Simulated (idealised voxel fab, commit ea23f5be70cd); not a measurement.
The process module that follows is named voxel plated lines.
Cross-sectional view cut (width: 230 nm; square cell size: 5 nm).
In what follows, cross-sections appear as grids of square cells, described through bands that run from the top down, where every band is one or more rows of cells. Band: top height; bottom height; in nm. Then, left to right: material with width in nm, for each material. "everywhere": a single material spanning edge to edge. "blank": empty space. Measure heights from 0. That's the level where, below it, the as-received wafer is all one material. The lowest band is bottomless and extends downward; write it as in "z 0 and below". You'd read "30->40" like this: the band's top row of cells is as wide as the first number, its bottom row is as wide as the second, and going down, every row changes width by the same amount as the row before did. Given "all unchanged" for a step, no cell of the cross-section differs between before and after that step. Enclosed voids (no open way to top), threshold 8 cells or more, entry "Trapped voids", notation width x height at distance, distance from left edge, nm. Post-settings text on a step line: simulator's own remark regarding the step. overlay nm, on a step with a mask: how far to the right of its planned place the mask lay; to the left if negative.
**Planned process steps**
- 1: RECEIVE [material Si]
- 2: CONFORMAL_DEP [material Al2O3] [thk nm 5]
- 3: DIRECTIONAL_DEP [material TiN] [thk nm 5]
- 4: PATTERN [tone open] [mask id LINES] [material resist] [width nm 20] [pitch nm 45] [thk nm 35] [overlay nm 0]
- 5: EPI [material Ru] [thk nm 10]
- 6: EPI [material Ru] [thk nm 5]
- 7: EPI [material Ru] [thk nm 5]
- 8: STRIP [etch materials resist]
- 9: DIRECTIONAL_ETCH [etch materials TiN] [depth nm 5]
- 10: CONFORMAL_DEP [material SiO2] [thk nm 5]
**The first wafer of two, processed as planned**
**So this is the incoming wafer in cross-section - it's already been through step 1**
	z 0 and below | Si everywhere
	Trapped voids: none
**The following cross-section depicts the wafer upon completion of step 2**
	z 5 to 0 | Al2O3 everywhere
	Below 0, no change.
**The following cross-section depicts the wafer upon completion of step 3**
	z 10 to 5 | TiN everywhere
	Below 5, no change.
**The following cross-section depicts the wafer upon completion of step 4**
	z 45 to 10 | resist 35 nm, then blank 20 nm, then resist 25 nm, then blank 20 nm, then resist 25 nm, then blank 20 nm, then resist 25 nm, then blank 20 nm, then resist 40 nm
	Below 10, no change.
**The following cross-section depicts the wafer upon completion of step 5**
	z 45 to 20 | resist 35 nm, then blank 20 nm, then resist 25 nm, then blank 20 nm, then resist 25 nm, then blank 20 nm, then resist 25 nm, then blank 20 nm, then resist 40 nm
	z 20 to 10 | resist 35 nm, then Ru 20 nm, then resist 25 nm, then Ru 20 nm, then resist 25 nm, then Ru 20 nm, then resist 25 nm, then Ru 20 nm, then resist 40 nm
	Below 10, no change.
**The following cross-section depicts the wafer upon completion of step 6**
	z 45 to 25 | resist 35 nm, then blank 20 nm, then resist 25 nm, then blank 20 nm, then resist 25 nm, then blank 20 nm, then resist 25 nm, then blank 20 nm, then resist 40 nm
	z 25 to 10 | resist 35 nm, then Ru 20 nm, then resist 25 nm, then Ru 20 nm, then resist 25 nm, then Ru 20 nm, then resist 25 nm, then Ru 20 nm, then resist 40 nm
	Below 10, no change.
**The following cross-section depicts the wafer upon completion of step 7**
	z 45 to 30 | resist 35 nm, then blank 20 nm, then resist 25 nm, then blank 20 nm, then resist 25 nm, then blank 20 nm, then resist 25 nm, then blank 20 nm, then resist 40 nm
	z 30 to 10 | resist 35 nm, then Ru 20 nm, then resist 25 nm, then Ru 20 nm, then resist 25 nm, then Ru 20 nm, then resist 25 nm, then Ru 20 nm, then resist 40 nm
	Below 10, no change.
**The following cross-section depicts the wafer upon completion of step 8**
	z 30 to 10 | blank 35 nm, then Ru 20 nm, then blank 25 nm, then Ru 20 nm, then blank 25 nm, then Ru 20 nm, then blank 25 nm, then Ru 20 nm, then blank 40 nm
	Below 10, no change.
**The following cross-section depicts the wafer upon completion of step 9**
	z 30 to 10 | blank 35 nm, then Ru 20 nm, then blank 25 nm, then Ru 20 nm, then blank 25 nm, then Ru 20 nm, then blank 25 nm, then Ru 20 nm, then blank 40 nm
	z 10 to 5 | blank 35 nm, then TiN 20 nm, then blank 25 nm, then TiN 20 nm, then blank 25 nm, then TiN 20 nm, then blank 25 nm, then TiN 20 nm, then blank 40 nm
	Below 5, no change.
**The following cross-section depicts the wafer upon completion of step 10**
	z 35 to 30 | blank 30 nm, then SiO2 30 nm, then blank 15 nm, then SiO2 30 nm, then blank 15 nm, then SiO2 30 nm, then blank 15 nm, then SiO2 30 nm, then blank 35 nm
	z 30 to 10 | blank 30 nm, then SiO2 5 nm, then Ru 20 nm, then SiO2 5 nm, then blank 15 nm, then SiO2 5 nm, then Ru 20 nm, then SiO2 5 nm, then blank 15 nm, then SiO2 5 nm, then Ru 20 nm, then SiO2 5 nm, then blank 15 nm, then SiO2 5 nm, then Ru 20 nm, then SiO2 5 nm, then blank 35 nm
	z 10 to 5 | SiO2 35 nm, then TiN 20 nm, then SiO2 25 nm, then TiN 20 nm, then SiO2 25 nm, then TiN 20 nm, then SiO2 25 nm, then TiN 20 nm, then SiO2 40 nm
	Below 5, no change.
**Second wafer: same start and same plan as the first, one execution error; identical to the first through step 3**
**What the second wafer looks like in cross-section when step 4 should have wrapped up**
	z 45 to 10 | resist 25 nm, then blank 20 nm, then resist 25 nm, then blank 20 nm, then resist 25 nm, then blank 20 nm, then resist 25 nm, then blank 20 nm, then resist 50 nm
	Below 10, no change.
**What the second wafer looks like in cross-section when step 5 should have wrapped up**
	z 45 to 20 | resist 25 nm, then blank 20 nm, then resist 25 nm, then blank 20 nm, then resist 25 nm, then blank 20 nm, then resist 25 nm, then blank 20 nm, then resist 50 nm
	z 20 to 10 | resist 25 nm, then Ru 20 nm, then resist 25 nm, then Ru 20 nm, then resist 25 nm, then Ru 20 nm, then resist 25 nm, then Ru 20 nm, then resist 50 nm
	Below 10, no change.
**What the second wafer looks like in cross-section when step 6 should have wrapped up**
	z 45 to 25 | resist 25 nm, then blank 20 nm, then resist 25 nm, then blank 20 nm, then resist 25 nm, then blank 20 nm, then resist 25 nm, then blank 20 nm, then resist 50 nm
	z 25 to 10 | resist 25 nm, then Ru 20 nm, then resist 25 nm, then Ru 20 nm, then resist 25 nm, then Ru 20 nm, then resist 25 nm, then Ru 20 nm, then resist 50 nm
	Below 10, no change.
**What the second wafer looks like in cross-section when step 7 should have wrapped up**
	z 45 to 30 | resist 25 nm, then blank 20 nm, then resist 25 nm, then blank 20 nm, then resist 25 nm, then blank 20 nm, then resist 25 nm, then blank 20 nm, then resist 50 nm
	z 30 to 10 | resist 25 nm, then Ru 20 nm, then resist 25 nm, then Ru 20 nm, then resist 25 nm, then Ru 20 nm, then resist 25 nm, then Ru 20 nm, then resist 50 nm
	Below 10, no change.
**What the second wafer looks like in cross-section when step 8 should have wrapped up**
	z 30 to 10 | blank 25 nm, then Ru 20 nm, then blank 25 nm, then Ru 20 nm, then blank 25 nm, then Ru 20 nm, then blank 25 nm, then Ru 20 nm, then blank 50 nm
	Below 10, no change.
**What the second wafer looks like in cross-section when step 9 should have wrapped up**
	z 30 to 10 | blank 25 nm, then Ru 20 nm, then blank 25 nm, then Ru 20 nm, then blank 25 nm, then Ru 20 nm, then blank 25 nm, then Ru 20 nm, then blank 50 nm
	z 10 to 5 | blank 25 nm, then TiN 20 nm, then blank 25 nm, then TiN 20 nm, then blank 25 nm, then TiN 20 nm, then blank 25 nm, then TiN 20 nm, then blank 50 nm
	Below 5, no change.
**What the second wafer looks like in cross-section when step 10 should have wrapped up**
	z 35 to 30 | blank 20 nm, then SiO2 30 nm, then blank 15 nm, then SiO2 30 nm, then blank 15 nm, then SiO2 30 nm, then blank 15 nm, then SiO2 30 nm, then blank 45 nm
	z 30 to 10 | blank 20 nm, then SiO2 5 nm, then Ru 20 nm, then SiO2 5 nm, then blank 15 nm, then SiO2 5 nm, then Ru 20 nm, then SiO2 5 nm, then blank 15 nm, then SiO2 5 nm, then Ru 20 nm, then SiO2 5 nm, then blank 15 nm, then SiO2 5 nm, then Ru 20 nm, then SiO2 5 nm, then blank 45 nm
	z 10 to 5 | SiO2 25 nm, then TiN 20 nm, then SiO2 25 nm, then TiN 20 nm, then SiO2 25 nm, then TiN 20 nm, then SiO2 25 nm, then TiN 20 nm, then SiO2 50 nm
	Below 5, no change.
Which mistake was made when the wafer was run? not per plan at step 4, really ran PATTERN [tone open] [mask id LINES] [material resist] [width nm 20] [pitch nm 45] [thk nm 35] [overlay nm -10]
Final wafers compared: equal cell tally per material, rearranged layout.
